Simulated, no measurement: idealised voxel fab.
A process module follows: voxel air gaps.
The width of the displayed cross-section, cut, is 210 nm; its cells are square, with a size of 5 nm.
A cross-section is a grid of square cells, given in bands from the top down. A band is one or more rows of cells.
Heads up on the band format: heights come first, top then bottom, in nm. After that it's the materials left to right, each with its width in nm. A single material flagged "throughout" fills the whole band edge to edge, and "empty" means there's empty space there.
Below 0: as-received wafer, all one material; heights counted from there. Lowest band: no bottom, goes on down, written "0 -> down".
You'd read "30..40" like this: the band's top row of cells is as wide as the first number, its bottom row is as wide as the second, and going down, every row changes width by the same amount as the row before did.
"all unchanged" -> step changed no cross-section cell.
For the entry "Cavities, closed", the listed items are empty spaces with no open way to the top whose size is 8 cells or more; each item follows the pattern width x height at distance, where distance is from the left edge and all three are in nm.
Heads up: the bit after the settings on a step's line is the simulator's remark on that step.
overlay nm, on a step with a mask: how far to the right of its planned place the mask lay; to the left if negative

# The planned process steps are enumerated hereunder
| 1 | RECEIVE: material Si |
| 2 | CONFORMAL_DEP: material SiO2, thk nm 15 |
| 3 | CONFORMAL_DEP: material SiN, thk nm 5 |
| 4 | DIRECTIONAL_DEP: material SiO2, thk nm 40 |
| 5 | PATTERN: tone open, mask id LINES, material resist, width nm 15, pitch nm 45, thk nm 20, overlay nm 0 |
| 6 | DIRECTIONAL_ETCH: etch materials SiO2, depth nm 40 |
| 7 | STRIP: etch materials resist |
| 8 | CONFORMAL_DEP: material TiN, thk nm 5 |
| 9 | FILL_DEP: material W, thk nm 5 |
| 10 | CMP: height nm 60 |
| 11 | EPI: material Ru, thk nm 10 |
| 12 | SELECTIVE_ETCH: etch materials SiO2, depth nm 50 |
| 13 | CONFORMAL_DEP: material SiN, thk nm 5 |

# So this is the incoming wafer in cross-section - it's already been through step 1
> 0 -> down | Si throughout
> Cavities, closed: none

# The following cross-section depicts the wafer upon conclusion of the module. Processing commenced from the starting condition illustrated above and adhered to the plan illustrated above, save for one mistake in execution
> 75 -> 70 | empty: 15  SiN: 180  empty: 15
> 70 -> 60 | empty: 15  SiN: 5  Ru: 35  SiN: 10  Ru: 35  SiN: 10  Ru: 35  SiN: 10  Ru: 35  SiN: 5  empty: 15
> 60 -> 25 | empty: 15  SiN: 5  Ru: 10  TiN: 5  W: 5  TiN: 5  Ru: 10  SiN: 10  Ru: 10  TiN: 5  W: 5  TiN: 5  Ru: 10  SiN: 10  Ru: 10  TiN: 5  W: 5  TiN: 5  Ru: 10  SiN: 10  Ru: 10  TiN: 5  W: 5  TiN: 5  Ru: 10  SiN: 5  empty: 15
> 25 -> 20 | SiN: 20  Ru: 10  TiN: 15  Ru: 10  SiN: 10  Ru: 10  TiN: 15  Ru: 10  SiN: 10  Ru: 10  TiN: 15  Ru: 10  SiN: 10  Ru: 10  TiN: 15  Ru: 10  SiN: 20
> 20 -> 15 | SiN throughout
> 15 -> 0 | SiO2 throughout
> 0 -> down | Si throughout
> Cavities, closed: none
Error vs. plan: steps 11 and 12 were swapped
